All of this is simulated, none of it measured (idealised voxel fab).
process module | voxel quadruple lines
cross-section cut | 255 nm wide | cells 5 nm
A cross-section is a grid of square cells, given in bands from the top down. A band is one or more rows of cells.
Each band's line starts with the height of the band's top and of its bottom, in nm. Then come its materials from left to right, each with its width in nm. One material with "throughout" fills the band from edge to edge. "air" is empty space.
Height 0 is the level under which the wafer as received is all one material. The lowest band goes on downwards, as in "0 down".
A width such as "30 to 40" changes by the same amount from each row of cells to the next, from the band's top row to its bottom row.
"no change" after a step means that no cell of the cross-section changed.
closed voids: empty space of 8 cells or more with no open way to the top, each as width x height at its distance from the left edge, in nm
after a step's settings: what the simulator itself notes on the step
overlay nm, on a step with a mask: how far to the right of its planned place the mask lay; to the left if negative
plan
1 op RECEIVE | material Si
2 op CONFORMAL_DEP | material Al2O3 | thk nm 5
3 op DIRECTIONAL_DEP | material W | thk nm 15
4 op DIRECTIONAL_DEP | material polySi | thk nm 20
5 op DIRECTIONAL_DEP | material aC | thk nm 20
6 op PATTERN | tone cover | mask id MANDREL | material resist | width nm 20 | pitch nm 60 | thk nm 25 | overlay nm 0
7 op DIRECTIONAL_ETCH | etch materials aC | depth nm 20
8 op STRIP | etch materials resist
9 op CONFORMAL_DEP | material SiO2 | thk nm 10
10 op DIRECTIONAL_ETCH | etch materials SiO2 | depth nm 10
11 op STRIP | etch materials aC
12 op DIRECTIONAL_ETCH | etch materials polySi | depth nm 20
13 op STRIP | etch materials SiO2
14 op CONFORMAL_DEP | material SiN | thk nm 5
15 op DIRECTIONAL_ETCH | etch materials SiN | depth nm 5
16 op STRIP | etch materials polySi
17 op DIRECTIONAL_ETCH | etch materials W | depth nm 15
18 op STRIP | etch materials SiN
19 op FILL_DEP | material lowk | thk nm 5
20 op CMP | height nm 20
first wafer, as planned
as received, after step 1
  0 down: Si throughout
  closed voids: none
after step 2
  5 to 0: Al2O3 throughout
  below 0: unchanged
after step 3
  20 to 5: W throughout
  below 5: unchanged
after step 4
  40 to 20: polySi throughout
  below 20: unchanged
after step 5
  60 to 40: aC throughout
  below 40: unchanged
after step 6
  85 to 60: air 85 | resist 20 | air 40 | resist 20 | air 90
  below 60: unchanged
after step 7
  65 to 60: air 85 | resist 20 | air 40 | resist 20 | air 90
  60 to 40: air 85 | aC 20 | air 40 | aC 20 | air 90
  below 40: unchanged
after step 8
  60 to 40: air 85 | aC 20 | air 40 | aC 20 | air 90
  below 40: unchanged
after step 9
  70 to 60: air 75 | SiO2 40 | air 20 | SiO2 40 | air 80
  60 to 50: air 75 | SiO2 10 | aC 20 | SiO2 10 | air 20 | SiO2 10 | aC 20 | SiO2 10 | air 80
  50 to 40: SiO2 85 | aC 20 | SiO2 40 | aC 20 | SiO2 90
  below 40: unchanged
after step 10
  60 to 40: air 75 | SiO2 10 | aC 20 | SiO2 10 | air 20 | SiO2 10 | aC 20 | SiO2 10 | air 80
  below 40: unchanged
after step 11
  60 to 40: air 75 | SiO2 10 | air 20 | SiO2 10 | air 20 | SiO2 10 | air 20 | SiO2 10 | air 80
  below 40: unchanged
after step 12
  60 to 40: air 75 | SiO2 10 | air 20 | SiO2 10 | air 20 | SiO2 10 | air 20 | SiO2 10 | air 80
  40 to 20: air 75 | polySi 10 | air 20 | polySi 10 | air 20 | polySi 10 | air 20 | polySi 10 | air 80
  below 20: unchanged
after step 13
  40 to 20: air 75 | polySi 10 | air 20 | polySi 10 | air 20 | polySi 10 | air 20 | polySi 10 | air 80
  below 20: unchanged
after step 14
  45 to 40: air 70 | SiN 20 | air 10 | SiN 20 | air 10 | SiN 20 | air 10 | SiN 20 | air 75
  40 to 25: air 70 | SiN 5 | polySi 10 | SiN 5 | air 10 | SiN 5 | polySi 10 | SiN 5 | air 10 | SiN 5 | polySi 10 | SiN 5 | air 10 | SiN 5 | polySi 10 | SiN 5 | air 75
  25 to 20: SiN 75 | polySi 10 | SiN 20 | polySi 10 | SiN 20 | polySi 10 | SiN 20 | polySi 10 | SiN 80
  below 20: unchanged
after step 15
  40 to 20: air 70 | SiN 5 | polySi 10 | SiN 5 | air 10 | SiN 5 | polySi 10 | SiN 5 | air 10 | SiN 5 | polySi 10 | SiN 5 | air 10 | SiN 5 | polySi 10 | SiN 5 | air 75
  below 20: unchanged
after step 16
  40 to 20: air 70 | SiN 5 | air 10 | SiN 5 | air 10 | SiN 5 | air 10 | SiN 5 | air 10 | SiN 5 | air 10 | SiN 5 | air 10 | SiN 5 | air 10 | SiN 5 | air 75
  below 20: unchanged
after step 17
  40 to 20: air 70 | SiN 5 | air 10 | SiN 5 | air 10 | SiN 5 | air 10 | SiN 5 | air 10 | SiN 5 | air 10 | SiN 5 | air 10 | SiN 5 | air 10 | SiN 5 | air 75
  20 to 5: air 70 | W 5 | air 10 | W 5 | air 10 | W 5 | air 10 | W 5 | air 10 | W 5 | air 10 | W 5 | air 10 | W 5 | air 10 | W 5 | air 75
  below 5: unchanged
after step 18
  20 to 5: air 70 | W 5 | air 10 | W 5 | air 10 | W 5 | air 10 | W 5 | air 10 | W 5 | air 10 | W 5 | air 10 | W 5 | air 10 | W 5 | air 75
  below 5: unchanged
after step 19
  25 to 20: lowk throughout
  20 to 5: lowk 70 | W 5 | lowk 10 | W 5 | lowk 10 | W 5 | lowk 10 | W 5 | lowk 10 | W 5 | lowk 10 | W 5 | lowk 10 | W 5 | lowk 10 | W 5 | lowk 75
  below 5: unchanged
after step 20
  20 to 5: lowk 70 | W 5 | lowk 10 | W 5 | lowk 10 | W 5 | lowk 10 | W 5 | lowk 10 | W 5 | lowk 10 | W 5 | lowk 10 | W 5 | lowk 10 | W 5 | lowk 75
  below 5: unchanged
second wafer: like start, like plan, one mistake. Through step 2 it matches the first wafer
when step 3 should have ended
  15 to 5: W throughout
  below 5: unchanged
when step 4 should have ended
  35 to 15: polySi throughout
  below 15: unchanged
when step 5 should have ended
  55 to 35: aC throughout
  below 35: unchanged
when step 6 should have ended
  80 to 55: air 85 | resist 20 | air 40 | resist 20 | air 90
  below 55: unchanged
when step 7 should have ended
  60 to 55: air 85 | resist 20 | air 40 | resist 20 | air 90
  55 to 35: air 85 | aC 20 | air 40 | aC 20 | air 90
  below 35: unchanged
when step 8 should have ended
  55 to 35: air 85 | aC 20 | air 40 | aC 20 | air 90
  below 35: unchanged
when step 9 should have ended
  65 to 55: air 75 | SiO2 40 | air 20 | SiO2 40 | air 80
  55 to 45: air 75 | SiO2 10 | aC 20 | SiO2 10 | air 20 | SiO2 10 | aC 20 | SiO2 10 | air 80
  45 to 35: SiO2 85 | aC 20 | SiO2 40 | aC 20 | SiO2 90
  below 35: unchanged
when step 10 should have ended
  55 to 35: air 75 | SiO2 10 | aC 20 | SiO2 10 | air 20 | SiO2 10 | aC 20 | SiO2 10 | air 80
  below 35: unchanged
when step 11 should have ended
  55 to 35: air 75 | SiO2 10 | air 20 | SiO2 10 | air 20 | SiO2 10 | air 20 | SiO2 10 | air 80
  below 35: unchanged
when step 12 should have ended
  55 to 35: air 75 | SiO2 10 | air 20 | SiO2 10 | air 20 | SiO2 10 | air 20 | SiO2 10 | air 80
  35 to 15: air 75 | polySi 10 | air 20 | polySi 10 | air 20 | polySi 10 | air 20 | polySi 10 | air 80
  below 15: unchanged
when step 13 should have ended
  35 to 15: air 75 | polySi 10 | air 20 | polySi 10 | air 20 | polySi 10 | air 20 | polySi 10 | air 80
  below 15: unchanged
when step 14 should have ended
  40 to 35: air 70 | SiN 20 | air 10 | SiN 20 | air 10 | SiN 20 | air 10 | SiN 20 | air 75
  35 to 20: air 70 | SiN 5 | polySi 10 | SiN 5 | air 10 | SiN 5 | polySi 10 | SiN 5 | air 10 | SiN 5 | polySi 10 | SiN 5 | air 10 | SiN 5 | polySi 10 | SiN 5 | air 75
  20 to 15: SiN 75 | polySi 10 | SiN 20 | polySi 10 | SiN 20 | polySi 10 | SiN 20 | polySi 10 | SiN 80
  below 15: unchanged
when step 15 should have ended
  35 to 15: air 70 | SiN 5 | polySi 10 | SiN 5 | air 10 | SiN 5 | polySi 10 | SiN 5 | air 10 | SiN 5 | polySi 10 | SiN 5 | air 10 | SiN 5 | polySi 10 | SiN 5 | air 75
  below 15: unchanged
when step 16 should have ended
  35 to 15: air 70 | SiN 5 | air 10 | SiN 5 | air 10 | SiN 5 | air 10 | SiN 5 | air 10 | SiN 5 | air 10 | SiN 5 | air 10 | SiN 5 | air 10 | SiN 5 | air 75
  below 15: unchanged
when step 17 should have ended
  35 to 15: air 70 | SiN 5 | air 10 | SiN 5 | air 10 | SiN 5 | air 10 | SiN 5 | air 10 | SiN 5 | air 10 | SiN 5 | air 10 | SiN 5 | air 10 | SiN 5 | air 75
  15 to 5: air 70 | W 5 | air 10 | W 5 | air 10 | W 5 | air 10 | W 5 | air 10 | W 5 | air 10 | W 5 | air 10 | W 5 | air 10 | W 5 | air 75
  below 5: unchanged
when step 18 should have ended
  15 to 5: air 70 | W 5 | air 10 | W 5 | air 10 | W 5 | air 10 | W 5 | air 10 | W 5 | air 10 | W 5 | air 10 | W 5 | air 10 | W 5 | air 75
  below 5: unchanged
when step 19 should have ended
  20 to 15: lowk throughout
  15 to 5: lowk 70 | W 5 | lowk 10 | W 5 | lowk 10 | W 5 | lowk 10 | W 5 | lowk 10 | W 5 | lowk 10 | W 5 | lowk 10 | W 5 | lowk 10 | W 5 | lowk 75
  below 5: unchanged
when step 20 should have ended: no change
what went wrong: step 3 ran as: op DIRECTIONAL_DEP | material W | thk nm 10
at the end the second wafer has, in cells: 8 fewer of W | 8 more of lowk
